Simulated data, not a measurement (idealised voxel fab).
The process module that follows is named voxel wiring stack.
Section cut is 210 nm wide and gridded with 5 nm square cells.
Each cross-section below is a grid of square cells, stated as bands in top-down order, with one or more rows of cells making up each band. Top, bottom (nm), then materials left to right with widths (nm); lone material tagged "edge to edge" fills the whole band edge to edge; "air" = empty space. The reference from which all heights are counted is 0, the level beneath which the as-received wafer is entirely one material; the lowest band, having no lower bound, proceeds downward and is written after the example "0..down". A two-number width, for instance "30->40", indicates that the width is equal to the first number in the top row of the band and to the second number in the bottom row, and that it changes by a constant amount per row of cells. Basically "no change" means that step didn't change any cell in the cross-section. Each empty space that has no open way to the top and spans at least 8 cells appears under "Sealed void inventory" as width x height at distance, the distance counted from the left edge, all in nm. Past the settings on a step's line: simulator remark, on that step. overlay nm: mask offset rightward from planned place, masked step; negative means leftward offset.

**Set out below are the planned steps of the process**
1. RECEIVE, material Si
2. CONFORMAL_DEP, material SiO2, thk nm 15
3. DIRECTIONAL_DEP, material TiN, thk nm 5
4. DIRECTIONAL_DEP, material W, thk nm 20
5. MASKED_ETCH, tone cover, mask id METAL_1, width nm 20, pitch nm 35, etch materials W, depth nm 10, overlay nm 0
6. MASKED_ETCH, tone cover, mask id METAL_1, width nm 20, pitch nm 35, etch materials TiN, depth nm 5, overlay nm 0
7. CONFORMAL_DEP, material SiN, thk nm 5
8. FILL_DEP, material SiO2, thk nm 5
9. CMP, height nm 40
10. CONFORMAL_DEP, material SiCN, thk nm 5
11. DIRECTIONAL_DEP, material SiO2, thk nm 35
12. MASKED_ETCH, tone open, mask id METAL_2, width nm 20, pitch nm 35, etch materials SiO2, depth nm 20, overlay nm 0
13. MASKED_ETCH, tone open, mask id METAL_2_HOLES, width nm 15, etch materials SiO2, depth nm 15, overlay nm 0
14. MASKED_ETCH, tone open, mask id METAL_2_HOLES, width nm 15, etch materials SiCN, depth nm 5, overlay nm 0
15. CONFORMAL_DEP, material TiN, thk nm 5
16. FILL_DEP, material Cu, thk nm 5
17. CMP, height nm 80
18. CONFORMAL_DEP, material SiCN, thk nm 5
19. DIRECTIONAL_DEP, material SiO2, thk nm 10
20. MASKED_ETCH, tone open, mask id PLUG_2, width nm 15, pitch nm 35, etch materials SiO2, depth nm 10, overlay nm 0
21. MASKED_ETCH, tone open, mask id PLUG_2, width nm 15, pitch nm 35, etch materials SiCN, depth nm 5, overlay nm 0
22. EPI, material Ru, thk nm 10
23. EPI, material Ru, thk nm 5
24. CONFORMAL_DEP, material SiN, thk nm 5
25. DIRECTIONAL_DEP, material SiO2, thk nm 15
26. PATTERN, tone open, mask id METAL_3, material resist, width nm 20, pitch nm 35, thk nm 20, overlay nm 0
27. DIRECTIONAL_ETCH, etch materials SiO2, depth nm 15
28. DIRECTIONAL_ETCH, etch materials SiN, depth nm 5
29. STRIP, etch materials resist
30. CONFORMAL_DEP, material TiN, thk nm 5
31. FILL_DEP, material W, thk nm 10
32. CMP, height nm 115
33. CONFORMAL_DEP, material SiCN, thk nm 5
34. DIRECTIONAL_DEP, material SiO2, thk nm 35
35. PATTERN, tone open, mask id METAL_4, material resist, width nm 20, pitch nm 35, thk nm 20, overlay nm 0
36. DIRECTIONAL_ETCH, etch materials SiO2, depth nm 20
37. STRIP, etch materials resist
38. DIRECTIONAL_DEP, material aC, thk nm 10
39. PATTERN, tone open, mask id METAL_4_HOLES, material resist, width nm 15, pitch nm 35, thk nm 25, overlay nm 0
40. DIRECTIONAL_ETCH, etch materials aC, depth nm 10
41. STRIP, etch materials resist
42. DIRECTIONAL_ETCH, etch materials SiO2, depth nm 15
43. DIRECTIONAL_ETCH, etch materials SiCN, depth nm 5
44. STRIP, etch materials aC
45. CONFORMAL_DEP, material TiN, thk nm 5
46. FILL_DEP, material Cu, thk nm 10
47. CMP, height nm 155
48. CONFORMAL_DEP, material SiCN, thk nm 5
Heads up: all these wafers start the same, and what changes between them is the depth nm in step 5. The value you see in the plan is just what the first wafer got.

**The first of several wafers, as received after step 1, seen in section**
	0..down  Si edge to edge
	Sealed void inventory: none

**First wafer of several, cross-section, module end, after step 48 (last)**
	160..155  SiCN edge to edge
	155..140  SiO2: 75  TiN: 5  Cu: 10  TiN: 5  SiO2: 15  TiN: 5  Cu: 10  TiN: 5  SiO2: 80
	140..135  SiO2: 75  TiN: 5  Cu: 5  TiN: 10  SiO2: 15  TiN: 5  Cu: 5  TiN: 10  SiO2: 80
	135..120  SiO2: 75  TiN: 5  Cu: 5  TiN: 5  SiO2: 20  TiN: 5  Cu: 5  TiN: 5  SiO2: 85
	120..115  SiCN: 75  TiN: 15  SiCN: 20  TiN: 15  SiCN: 85
	115..100  SiO2: 75  TiN: 5  W: 10  TiN: 5  SiO2: 15  TiN: 5  W: 10  TiN: 5  SiO2: 80
	100..95  SiN: 75  TiN: 20  SiN: 15  TiN: 20  SiN: 80
	95..85  SiO2: 75  Ru: 15  SiO2: 20  Ru: 15  SiO2: 85
	85..80  SiCN: 75  Ru: 15  SiCN: 20  Ru: 15  SiCN: 85
	80..65  SiO2: 75  TiN: 5  Cu: 10  TiN: 5  SiO2: 15  TiN: 5  Cu: 10  TiN: 5  SiO2: 80
	65..60  SiO2: 75  TiN: 5  Cu: 5  TiN: 10  SiO2: 15  TiN: 20  SiO2: 80
	60..45  SiO2: 75  TiN: 5  Cu: 5  TiN: 5  SiO2: 120
	45..40  SiCN: 75  TiN: 15  SiCN: 120
	40..35  SiO2: 70  SiN: 5  W: 20  SiN: 5  SiO2: 5  SiN: 5  W: 20  SiN: 5  SiO2: 75
	35..30  SiN: 75  W: 20  SiN: 15  W: 20  SiN: 80
	30..20  W edge to edge
	20..15  TiN edge to edge
	15..0  SiO2 edge to edge
	0..down  Si edge to edge
	Sealed void inventory: none

**Cross-sectional view, end of module, last wafer of several**
	160..155  SiCN edge to edge
	155..140  SiO2: 75  TiN: 5  Cu: 10  TiN: 5  SiO2: 15  TiN: 5  Cu: 10  TiN: 5  SiO2: 80
	140..135  SiO2: 75  TiN: 5  Cu: 5  TiN: 10  SiO2: 15  TiN: 5  Cu: 5  TiN: 10  SiO2: 80
	135..120  SiO2: 75  TiN: 5  Cu: 5  TiN: 5  SiO2: 20  TiN: 5  Cu: 5  TiN: 5  SiO2: 85
	120..115  SiCN: 75  TiN: 15  SiCN: 20  TiN: 15  SiCN: 85
	115..100  SiO2: 75  TiN: 5  W: 10  TiN: 5  SiO2: 15  TiN: 5  W: 10  TiN: 5  SiO2: 80
	100..95  SiN: 75  TiN: 20  SiN: 15  TiN: 20  SiN: 80
	95..85  SiO2: 75  Ru: 15  SiO2: 20  Ru: 15  SiO2: 85
	85..80  SiCN: 75  Ru: 15  SiCN: 20  Ru: 15  SiCN: 85
	80..65  SiO2: 75  TiN: 5  Cu: 10  TiN: 5  SiO2: 15  TiN: 5  Cu: 10  TiN: 5  SiO2: 80
	65..60  SiO2: 75  TiN: 5  Cu: 5  TiN: 10  SiO2: 15  TiN: 20  SiO2: 80
	60..45  SiO2: 75  TiN: 5  Cu: 5  TiN: 5  SiO2: 120
	45..40  SiCN: 75  TiN: 15  SiCN: 120
	40..20  SiO2: 70  SiN: 5  W: 20  SiN: 5  SiO2: 5  SiN: 5  W: 20  SiN: 5  SiO2: 75
	20..15  SiN: 75  TiN: 20  SiN: 15  TiN: 20  SiN: 80
	15..0  SiO2 edge to edge
	0..down  Si edge to edge
	Sealed void inventory: none

**The rows of the table below are wafers. Looking at the end of the module, a row counts, for every material, the cells the wafer has gained, shown as (+), or lost, shown as (-), since it was received; its closed voids come next**
depth nm 10 | +36 Cu | +18 Ru | +153 SiCN | +72 SiN | +827 SiO2 | +126 TiN | +112 W | Sealed void inventory: none
depth nm 15 | +36 Cu | +18 Ru | +153 SiCN | +76 SiN | +857 SiO2 | +126 TiN | +78 W | Sealed void inventory: none
depth nm 20 | +36 Cu | +18 Ru | +153 SiCN | +84 SiN | +917 SiO2 | +92 TiN | +44 W | Sealed void inventory: none
depth nm 25 | +36 Cu | +18 Ru | +153 SiCN | +84 SiN | +917 SiO2 | +92 TiN | +44 W | Sealed void inventory: none
depth nm 30 | +36 Cu | +18 Ru | +153 SiCN | +84 SiN | +917 SiO2 | +92 TiN | +44 W | Sealed void inventory: none
depth nm 35 | +36 Cu | +18 Ru | +153 SiCN | +84 SiN | +917 SiO2 | +92 TiN | +44 W | Sealed void inventory: none
